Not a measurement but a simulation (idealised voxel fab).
Process module heading - voxel transistor to metal
Shown is cross-section cut, with a width of 170 nm and square cells of size 5 nm.
Bands, listed from the top down, are how a cross-section gets written in this document; the cross-section itself is a grid of square cells, and a band is one or more rows of them.
It is stipulated that each band's entry specify, in nanometres, the height of the top of the band and then that of its bottom, followed by the materials of the band in left-to-right sequence, each together with its width in nanometres. A single material marked by the word "all across" is understood to fill the band from edge to edge; the word "blank" is understood to denote empty space.
Heights are expressed relative to 0, this being the level below which the as-received wafer comprises one material exclusively. The lowest band is unbounded in the downward direction and is denoted as in "0 -> down".
The two numbers in a width such as "30->40" mark its ends across the band: the first belongs to the top row of cells, the second to the bottom row, and from each row to the next the width moves by the same amount.
No cell of the cross-section changed in a step that is given as "no alteration".
"Closed internal voids" - sealed voids, min. 8 cells, no opening to top; format: width x height at distance (distance from left edge; nm throughout).
Anything after a step's settings on that line? It's the simulator's own note about the step.
The "overlay nm" setting may appear on a step's line; for a step that uses a mask, it gives how far to the right of its planned position the mask lay, and a negative value indicates the left.
[Here's what the planned process steps look like]
1 RECEIVE [material Si]
2 OXIDIZE [depth nm 5]
3 CONFORMAL_DEP [material SiN] [thk nm 5]
4 MASKED_ETCH [tone cover] [mask id ACTIVE] [width nm 110] [etch materials SiN] [depth nm 10] [overlay nm 0]
5 MASKED_ETCH [tone cover] [mask id ACTIVE] [width nm 110] [etch materials SiO2] [depth nm 5] [overlay nm 0]
6 MASKED_ETCH [tone cover] [mask id ACTIVE] [width nm 110] [etch materials Si] [depth nm 20] [overlay nm 0]
7 OXIDIZE [depth nm 5]
8 FILL_DEP [material SiO2] [thk nm 15]
9 CMP [height nm 10]
10 SELECTIVE_ETCH [etch materials SiO2] [depth nm 10]
11 STRIP [etch materials SiN]
12 SELECTIVE_ETCH [etch materials SiO2] [depth nm 5]
13 OXIDIZE [depth nm 5]
14 DIRECTIONAL_DEP [material polySi] [thk nm 20]
15 DIRECTIONAL_DEP [material SiCN] [thk nm 10]
16 DIRECTIONAL_DEP [material aC] [thk nm 15]
17 PATTERN [tone cover] [mask id GATE] [material resist] [width nm 30] [thk nm 35] [overlay nm 0]
18 DIRECTIONAL_ETCH [etch materials aC] [depth nm 15]
19 STRIP [etch materials resist]
20 DIRECTIONAL_ETCH [etch materials SiCN] [depth nm 20]
21 DIRECTIONAL_ETCH [etch materials polySi] [depth nm 30]
22 STRIP [etch materials aC]
23 CONFORMAL_DEP [material SiO2] [thk nm 5]
24 DIRECTIONAL_ETCH [etch materials SiO2] [depth nm 5]
25 CONFORMAL_DEP [material SiN] [thk nm 5]
26 DIRECTIONAL_ETCH [etch materials SiN] [depth nm 5]
27 DIRECTIONAL_ETCH [etch materials SiO2] [depth nm 5]
28 DIRECTIONAL_ETCH [etch materials Si] [depth nm 10]
29 EPI [material SiGe] [thk nm 15]
30 FILL_DEP [material SiO2] [thk nm 10]
31 CMP [height nm 15]
32 STRIP [etch materials polySi]
33 SELECTIVE_ETCH [etch materials SiO2] [depth nm 5]
34 CONFORMAL_DEP [material HfO2] [thk nm 5]
35 CONFORMAL_DEP [material TiN] [thk nm 5]
36 FILL_DEP [material W] [thk nm 5]
37 CMP [height nm 10]
38 DIRECTIONAL_DEP [material SiO2] [thk nm 10]
39 MASKED_ETCH [tone open] [mask id CONTACT] [width nm 20] [pitch nm 80] [etch materials SiO2] [depth nm 25] [overlay nm 0]
40 CONFORMAL_DEP [material TiN] [thk nm 5]
41 FILL_DEP [material W] [thk nm 10]
42 CMP [height nm 20]
43 DIRECTIONAL_DEP [material TiN] [thk nm 5]
44 DIRECTIONAL_DEP [material W] [thk nm 20]
45 PATTERN [tone cover] [mask id METAL_1] [material resist] [width nm 20] [pitch nm 80] [thk nm 20] [overlay nm 0]
46 DIRECTIONAL_ETCH [etch materials W] [depth nm 20]
47 DIRECTIONAL_ETCH [etch materials TiN] [depth nm 5]
48 STRIP [etch materials resist]
49 CONFORMAL_DEP [material SiN] [thk nm 5]
50 FILL_DEP [material lowk] [thk nm 10]
51 CMP [height nm 45]
52 CONFORMAL_DEP [material SiN] [thk nm 5]
The wafers in this document start out alike and differ in the thk nm applied at step 3; the plan shows the value used for the first wafer.
[Cross-sectional view of the first of several wafers in the as-received condition, corresponding to the state following step 1]
  0 -> down | Si all across
  Closed internal voids: none
[Per-wafer rows below. For each material: cells gained (+) or lost (-) since the wafer was received, as of end of module. Then: closed voids]
thk nm 5; +14 HfO2; -144 Si; +44 SiGe; +82 SiN; +166 SiO2; +42 TiN; +48 W; +88 lowk; Closed internal voids: none
thk nm 10; +14 HfO2; -144 Si; +44 SiGe; +82 SiN; +166 SiO2; +42 TiN; +48 W; +88 lowk; Closed internal voids: none
thk nm 15; +14 HfO2; -116 Si; +84 SiGe; +82 SiN; +98 SiO2; +42 TiN; +48 W; +88 lowk; Closed internal voids: none
thk nm 20; +14 HfO2; -116 Si; +84 SiGe; +82 SiN; +98 SiO2; +42 TiN; +48 W; +88 lowk; Closed internal voids: none
thk nm 25; +14 HfO2; -116 Si; +84 SiGe; +82 SiN; +98 SiO2; +42 TiN; +48 W; +88 lowk; Closed internal voids: none
